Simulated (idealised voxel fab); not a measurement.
The name of this process module is voxel fin reveal.
Each square cell in cross-section cut measures 5 nm, and the section as a whole is 205 nm wide.
A cross-section is written here as square cells arranged in a grid, and it is given in bands from the top down, each band taking up one or more rows of cells. For a band, the entry starts with two heights in nm, that of the top and then that of the bottom, and carries on with the band's materials in order from left to right, each alongside its width in nm; the word "full width" beside a single material means it fills the band edge to edge, and "empty" means empty space. For the purposes of this specification, 0 denotes the height below which the wafer in its as-received condition is composed wholly of one material, and the lowermost band, lacking a lower limit, extends downward without end, as expressed in "0..down". With a width like "30..40", each row of cells in the band differs from the next by the same amount, the top row carrying the first number and the bottom row the second. "no change", as given for a step, is the statement that not any cell of the cross-section underwent a change during that step. Heads up: "Enclosed cavity list" only lists the empty pockets with no open path to the top that are 8 cells or more, and it writes them as width x height at distance, distance from the left edge, in nm. The remark found on a step's line after its settings is issued by the simulator itself and pertains to that step. overlay nm: on a step with a mask, how far right of its planned place the mask lay; negative means left.

### plan
1. RECEIVE, material Si
2. CONFORMAL_DEP, material SiN, thk nm 5
3. DIRECTIONAL_DEP, material aC, thk nm 15
4. PATTERN, tone cover, mask id FINS, material resist, width nm 15, pitch nm 40, thk nm 30, overlay nm 0
5. DIRECTIONAL_ETCH, etch materials aC, depth nm 15
6. STRIP, etch materials resist
7. DIRECTIONAL_ETCH, etch materials SiN, depth nm 5
8. DIRECTIONAL_ETCH, etch materials Si, depth nm 40
9. STRIP, etch materials aC
10. OXIDIZE, depth nm 5
11. FILL_DEP, material SiO2, thk nm 15
12. CMP, height nm 5
13. SELECTIVE_ETCH, etch materials SiO2, depth nm 30
14. STRIP, etch materials SiN
15. CONFORMAL_DEP, material HfO2, thk nm 5

### Cross-section of the wafer as it came to us, i.e., already through step 1
  0..down = Si full width
  Enclosed cavity list: none

### Module complete - cross-section of the first of two wafers, run according to plan
  5..0 = 55 of empty, then 15 of HfO2, then 25 of empty, then 15 of HfO2, then 25 of empty, then 15 of HfO2, then 55 of empty
  0..-20 = 55 of empty, then 5 of HfO2, then 5 of Si, then 5 of HfO2, then 25 of empty, then 5 of HfO2, then 5 of Si, then 5 of HfO2, then 25 of empty, then 5 of HfO2, then 5 of Si, then 5 of HfO2, then 55 of empty
  -20..-25 = 60 of HfO2, then 5 of Si, then 35 of HfO2, then 5 of Si, then 35 of HfO2, then 5 of Si, then 60 of HfO2
  -25..-45 = 60 of SiO2, then 5 of Si, then 35 of SiO2, then 5 of Si, then 35 of SiO2, then 5 of Si, then 60 of SiO2
  -45..down = Si full width
  Enclosed cavity list: none

### End-of-module cross-section of the second wafer: identical starting point and process plan to the first, with one processing mistake
  5..0 = 55 of empty, then 15 of HfO2, then 25 of empty, then 15 of HfO2, then 25 of empty, then 15 of HfO2, then 55 of empty
  0..-40 = 55 of empty, then 5 of HfO2, then 5 of Si, then 5 of HfO2, then 25 of empty, then 5 of HfO2, then 5 of Si, then 5 of HfO2, then 25 of empty, then 5 of HfO2, then 5 of Si, then 5 of HfO2, then 55 of empty
  -40..-45 = 60 of HfO2, then 5 of Si, then 35 of HfO2, then 5 of Si, then 35 of HfO2, then 5 of Si, then 60 of HfO2
  -45..down = Si full width
  Enclosed cavity list: none
Short version of what went wrong: execution of plan step 13 occurred twice
Once processing is complete, comparing cell counts shows that the second wafer has more or fewer of certain materials than the first: HfO2: 24 more; SiO2: 152 fewer
